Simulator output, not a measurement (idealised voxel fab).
voxel spacer lines: a process module
The figure presents cross-section cut, which has a width of 270 nm and is divided into square cells with an edge length of 5 nm.
This document writes a cross-section as a grid whose cells are square, and gives it as bands, listed from the top down; one or more rows of cells form a band. Per band: top height and bottom height in nm, followed by the left-to-right materials and their widths in nm; "throughout" marks a single material spanning edge to edge, "blank" marks empty space. Beneath 0, the wafer as received is one material, and that level is where height counting begins. The lowest band goes on downward without a bottom; it is written like "top 0, no bottom". Width spec "30..40" -> top row of cells at first value, bottom row at second value, equal per-row change in between. The cross-section has no changed cell in any step marked "remained unchanged". "Unvented internal voids" means: voids of 8 cells or more that are shut off from the top with no open way through. Written width x height at distance, distance from the left edge, in nm. On a step's line, text after the settings is the simulator commenting on that step. Each step line may optionally specify "overlay nm", which for a step with a mask gives the rightward distance between the mask's planned place and where it lay, a negative value indicating the leftward direction.
[Listed below are the process steps as planned]
1) RECEIVE | material Si
2) CONFORMAL_DEP | material SiO2 | thk nm 5
3) DIRECTIONAL_DEP | material TiN | thk nm 10
4) DIRECTIONAL_DEP | material aC | thk nm 30
5) PATTERN | tone cover | mask id MANDREL | material resist | width nm 15 | pitch nm 60 | thk nm 40 | overlay nm -15
6) DIRECTIONAL_ETCH | etch materials aC | depth nm 30
7) STRIP | etch materials resist
8) CONFORMAL_DEP | material SiN | thk nm 15
9) DIRECTIONAL_ETCH | etch materials SiN | depth nm 15
10) STRIP | etch materials aC
11) DIRECTIONAL_ETCH | etch materials TiN | depth nm 10
12) STRIP | etch materials SiN
13) FILL_DEP | material SiO2 | thk nm 10
14) CMP | height nm 15
Heads up: all these wafers start the same, and what changes between them is the overlay nm in step 5. The value you see in the plan is just what the first wafer got.
[Sectional view: first of several wafers, as received, after step 1]
top 0, no bottom = Si throughout
Unvented internal voids: none
[Cross-section after step 14, the final step of the module, for the first of several wafers]
top 15, bottom 5 = SiO2 35, then TiN 15, then SiO2 15, then TiN 15, then SiO2 15, then TiN 15, then SiO2 15, then TiN 15, then SiO2 15, then TiN 15, then SiO2 15, then TiN 15, then SiO2 70
top 5, bottom 0 = SiO2 throughout
top 0, no bottom = Si throughout
Unvented internal voids: none
[Final wafer of several, shown in cross-section at the end of the module]
top 15, bottom 5 = SiO2 65, then TiN 15, then SiO2 15, then TiN 15, then SiO2 15, then TiN 15, then SiO2 15, then TiN 15, then SiO2 15, then TiN 15, then SiO2 15, then TiN 15, then SiO2 40
top 5, bottom 0 = SiO2 throughout
top 0, no bottom = Si throughout
Unvented internal voids: none
[wafer rows; end of module; cells per material since receipt: (+) gained, (-) lost; then closed voids]
overlay nm -15, +126 SiO2, +36 TiN, Unvented internal voids: none
overlay nm -10, +126 SiO2, +36 TiN, Unvented internal voids: none
overlay nm -5, +126 SiO2, +36 TiN, Unvented internal voids: none
overlay nm 0, +126 SiO2, +36 TiN, Unvented internal voids: none
overlay nm 5, +126 SiO2, +36 TiN, Unvented internal voids: none
overlay nm 10, +126 SiO2, +36 TiN, Unvented internal voids: none
overlay nm 15, +126 SiO2, +36 TiN, Unvented internal voids: none
